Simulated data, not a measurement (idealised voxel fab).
A process module follows: voxel self aligned contacts.
Pictured: cross-section cut, 220 nm wide, on a grid of 5 nm square cells.
In this document a cross-section is written as a grid of square cells. It is given as a series of bands, listed from the top down, and a band is one or more rows of cells.
For a band, the entry starts with two heights in nm, that of the top and then that of the bottom, and carries on with the band's materials in order from left to right, each alongside its width in nm; the word "edge to edge" beside a single material means it fills the band edge to edge, and "blank" means empty space.
All heights in this document are referenced to 0, defined as the level beneath which the wafer, as received, consists entirely of one material. The lowest band is not bounded below; it extends indefinitely downward and is written in the form "top 0, no bottom".
Top row gets the first number, bottom row gets the second, and each row in between changes by the same step: that is how a band width like "30->40" works.
Where a step carries "stayed the same", the cross-section came out of it unchanged, cell for cell.
Enclosed voids (no open way to top), threshold 8 cells or more, entry "Closed cavity list", notation width x height at distance, distance from left edge, nm.
Anything after a step's settings on that line? It's the simulator's own note about the step.
For masked steps, "overlay nm" on the step line gives how far right of plan the mask actually lay; a minus sign means it lay to the left.

**Process steps - plan**
| 1 | RECEIVE (material Si) |
| 2 | CONFORMAL_DEP (material SiO2; thk nm 5) |
| 3 | DIRECTIONAL_DEP (material polySi; thk nm 25) |
| 4 | DIRECTIONAL_DEP (material SiN; thk nm 15) |
| 5 | PATTERN (tone cover; mask id GATE; material resist; width nm 35; pitch nm 70; thk nm 20; overlay nm 0) |
| 6 | DIRECTIONAL_ETCH (etch materials SiN; depth nm 15) |
| 7 | DIRECTIONAL_ETCH (etch materials polySi; depth nm 25) |
| 8 | STRIP (etch materials resist) |
| 9 | CONFORMAL_DEP (material SiN; thk nm 5) |
| 10 | DIRECTIONAL_ETCH (etch materials SiN; depth nm 5) |
| 11 | FILL_DEP (material SiO2; thk nm 10) |
| 12 | CMP (height nm 50) |
| 13 | DIRECTIONAL_DEP (material aC; thk nm 10) |
| 14 | PATTERN (tone open; mask id CONTACT; material resist; width nm 55; pitch nm 70; thk nm 30; overlay nm 0) |
| 15 | DIRECTIONAL_ETCH (etch materials aC; depth nm 10) |
| 16 | STRIP (etch materials resist) |
| 17 | DIRECTIONAL_ETCH (etch materials SiO2; depth nm 50) |
| 18 | STRIP (etch materials aC) |
| 19 | CONFORMAL_DEP (material TiN; thk nm 5) |
| 20 | FILL_DEP (material Ru; thk nm 10) |
| 21 | CMP (height nm 50) |
| 22 | CONFORMAL_DEP (material SiCN; thk nm 5) |

**As-received wafer cross-section (after step 1)**
> top 0, no bottom: Si edge to edge
> Closed cavity list: none

**Wafer cross-section at module end: first of two, run to plan**
> top 55, bottom 50: SiCN edge to edge
> top 50, bottom 45: 45 SiO2 | 20 TiN | 15 Ru | 20 TiN | 15 SiO2 | 20 TiN | 15 Ru | 20 TiN | 50 SiO2
> top 45, bottom 30: 15 SiO2 | 45 SiN | 5 TiN | 15 Ru | 5 TiN | 45 SiN | 5 TiN | 15 Ru | 5 TiN | 45 SiN | 20 SiO2
> top 30, bottom 5: 15 SiO2 | 5 SiN | 35 polySi | 5 SiN | 5 TiN | 15 Ru | 5 TiN | 5 SiN | 35 polySi | 5 SiN | 5 TiN | 15 Ru | 5 TiN | 5 SiN | 35 polySi | 5 SiN | 20 SiO2
> top 5, bottom 0: 60 SiO2 | 25 TiN | 45 SiO2 | 25 TiN | 65 SiO2
> top 0, no bottom: Si edge to edge
> Closed cavity list: none

**End-of-module cross-section of the second wafer: identical starting point and process plan to the first, with one processing mistake**
> top 55, bottom 50: SiCN edge to edge
> top 50, bottom 45: 45 SiO2 | 55 TiN | 15 SiO2 | 55 TiN | 50 SiO2
> top 45, bottom 30: 25 SiN | 20 SiO2 | 5 TiN | 45 SiN | 5 TiN | 15 SiO2 | 5 TiN | 45 SiN | 5 TiN | 20 SiO2 | 30 SiN
> top 30, bottom 5: 20 polySi | 5 SiN | 20 SiO2 | 5 TiN | 5 SiN | 35 polySi | 5 SiN | 5 TiN | 15 SiO2 | 5 TiN | 5 SiN | 35 polySi | 5 SiN | 5 TiN | 20 SiO2 | 5 SiN | 25 polySi
> top 5, bottom 0: 45 SiO2 | 5 TiN | 45 SiO2 | 5 TiN | 15 SiO2 | 5 TiN | 45 SiO2 | 5 TiN | 50 SiO2
> top 0, no bottom: Si edge to edge
> Closed cavity list: none
Processing error: note that step 5 departed from the planned setting and was carried out as PATTERN (tone open; mask id GATE; material resist; width nm 35; pitch nm 70; thk nm 20; overlay nm 0)
Final wafer comparison in cells, second versus first, more or fewer per material: 54 fewer of Ru | 6 more of SiN | 38 more of SiO2 | 10 more of polySi
